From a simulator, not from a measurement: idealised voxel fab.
Proc. module: voxel capacitor over wiring
Xsec cut, 230 nm wide, square cell size 5 nm.
How to read a cross-section here: the picture is a grid of square cells, written as bands going from the top down, and any band can span one or more rows of cells.
Band: top and bottom heights (nm) first, top before bottom; then materials from left to right, widths in nm. "all across" marks a sole material filling the band edge to edge. "air" denotes empty space.
The level at which height equals 0 is the one under which the wafer, as it arrives, is entirely one material. No lower edge exists for the bottom band, which continues downward and is notated as in "z 0 and below".
The expression "30->40" gives the width at the extremes of the band, the first number at its top row of cells and the second at its bottom row, with the width changing by equal amounts from each row to the next in between.
Step marked "no change"? Then no cell in the cross-section changed in it.
For the entry "Cavities, sealed", the listed items are empty spaces with no open way to the top whose size is 8 cells or more; each item follows the pattern width x height at distance, where distance is from the left edge and all three are in nm.
The remark found on a step's line after its settings is issued by the simulator itself and pertains to that step.
On any step carrying a mask, the "overlay nm" setting, if present on the step's line, tells how far right of its planned place the mask lay; negative values point to the left.

Here's what the planned process steps look like
step 1: op RECEIVE | material Si
step 2: op CONFORMAL_DEP | material SiO2 | thk nm 10
step 3: op CONFORMAL_DEP | material SiCN | thk nm 5
step 4: op DIRECTIONAL_DEP | material SiO2 | thk nm 20
step 5: op DIRECTIONAL_DEP | material aC | thk nm 15
step 6: op PATTERN | tone open | mask id METAL_1 | material resist | width nm 30 | pitch nm 95 | thk nm 35 | overlay nm 0
step 7: op DIRECTIONAL_ETCH | etch materials aC | depth nm 15
step 8: op STRIP | etch materials resist
step 9: op DIRECTIONAL_ETCH | etch materials SiO2 | depth nm 20
step 10: op DIRECTIONAL_ETCH | etch materials SiCN | depth nm 5
step 11: op STRIP | etch materials aC
step 12: op CONFORMAL_DEP | material TiN | thk nm 5
step 13: op FILL_DEP | material Ru | thk nm 5
step 14: op CMP | height nm 35
step 15: op CONFORMAL_DEP | material SiCN | thk nm 5
step 16: op DIRECTIONAL_DEP | material lowk | thk nm 15
step 17: op DIRECTIONAL_DEP | material aC | thk nm 10
step 18: op PATTERN | tone open | mask id PLUG_1 | material resist | width nm 15 | thk nm 30 | overlay nm 0
step 19: op DIRECTIONAL_ETCH | etch materials aC | depth nm 10
step 20: op STRIP | etch materials resist
step 21: op DIRECTIONAL_ETCH | etch materials lowk | depth nm 15
step 22: op DIRECTIONAL_ETCH | etch materials SiCN | depth nm 5
step 23: op STRIP | etch materials aC
step 24: op EPI | material Ru | thk nm 10
step 25: op EPI | material Ru | thk nm 10
step 26: op DIRECTIONAL_DEP | material TiN | thk nm 10
step 27: op DIRECTIONAL_DEP | material SiN | thk nm 5
step 28: op DIRECTIONAL_DEP | material TiN | thk nm 10
step 29: op MASKED_ETCH | tone cover | mask id UPPER_PLATE | width nm 70 | etch materials TiN | depth nm 10 | overlay nm 0
step 30: op MASKED_ETCH | tone cover | mask id UPPER_PLATE | width nm 70 | etch materials SiN | depth nm 5 | overlay nm 0
step 31: op DIRECTIONAL_DEP | material aC | thk nm 10
step 32: op PATTERN | tone cover | mask id LOWER_PLATE | material resist | width nm 80 | thk nm 25 | overlay nm 0
step 33: op DIRECTIONAL_ETCH | etch materials aC | depth nm 10
step 34: op STRIP | etch materials resist
step 35: op DIRECTIONAL_ETCH | etch materials TiN | depth nm 10
step 36: op STRIP | etch materials aC
step 37: op FILL_DEP | material SiO2 | thk nm 15
step 38: op CMP | height nm 90
step 39: op DIRECTIONAL_DEP | material aC | thk nm 15
step 40: op PATTERN | tone open | mask id PLUG_2 | material resist | width nm 15 | thk nm 35 | overlay nm 0
step 41: op DIRECTIONAL_ETCH | etch materials aC | depth nm 15
step 42: op STRIP | etch materials resist
step 43: op DIRECTIONAL_ETCH | etch materials SiO2 | depth nm 10
step 44: op STRIP | etch materials aC
step 45: op CONFORMAL_DEP | material TiN | thk nm 5
step 46: op FILL_DEP | material W | thk nm 5
step 47: op CMP | height nm 90
step 48: op CONFORMAL_DEP | material SiN | thk nm 5

Cross-section of the wafer as it came to us, i.e., already through step 1
- z 0 and below: Si all across
- Cavities, sealed: none

Below is the wafer in cross-section after the module was completed. It began from the starting point shown above and followed the plan shown above, except that one mistake was made while running it
- z 95 to 90: SiN all across
- z 90 to 80: 65 of SiO2, 25 of TiN, 140 of SiO2
- z 80 to 75: 65 of SiO2, 25 of SiN, 45 of TiN, 95 of SiO2
- z 75 to 70: 60 of SiO2, 75 of TiN, 95 of SiO2
- z 70 to 65: 60 of SiO2, 30 of TiN, 45 of SiN, 95 of SiO2
- z 65 to 55: 55 of SiO2, 35 of Ru, 50 of TiN, 90 of SiO2
- z 55 to 40: 65 of lowk, 15 of Ru, 150 of lowk
- z 40 to 35: 65 of SiCN, 15 of Ru, 150 of SiCN
- z 35 to 15: 50 of SiO2, 5 of TiN, 20 of Ru, 5 of TiN, 65 of SiO2, 5 of TiN, 20 of Ru, 5 of TiN, 55 of SiO2
- z 15 to 10: 50 of SiCN, 30 of TiN, 65 of SiCN, 30 of TiN, 55 of SiCN
- z 10 to 0: SiO2 all across
- z 0 and below: Si all across
- Cavities, sealed: none
Plan not followed: twice-run step: one of the identical 24 and 25, not identifiable
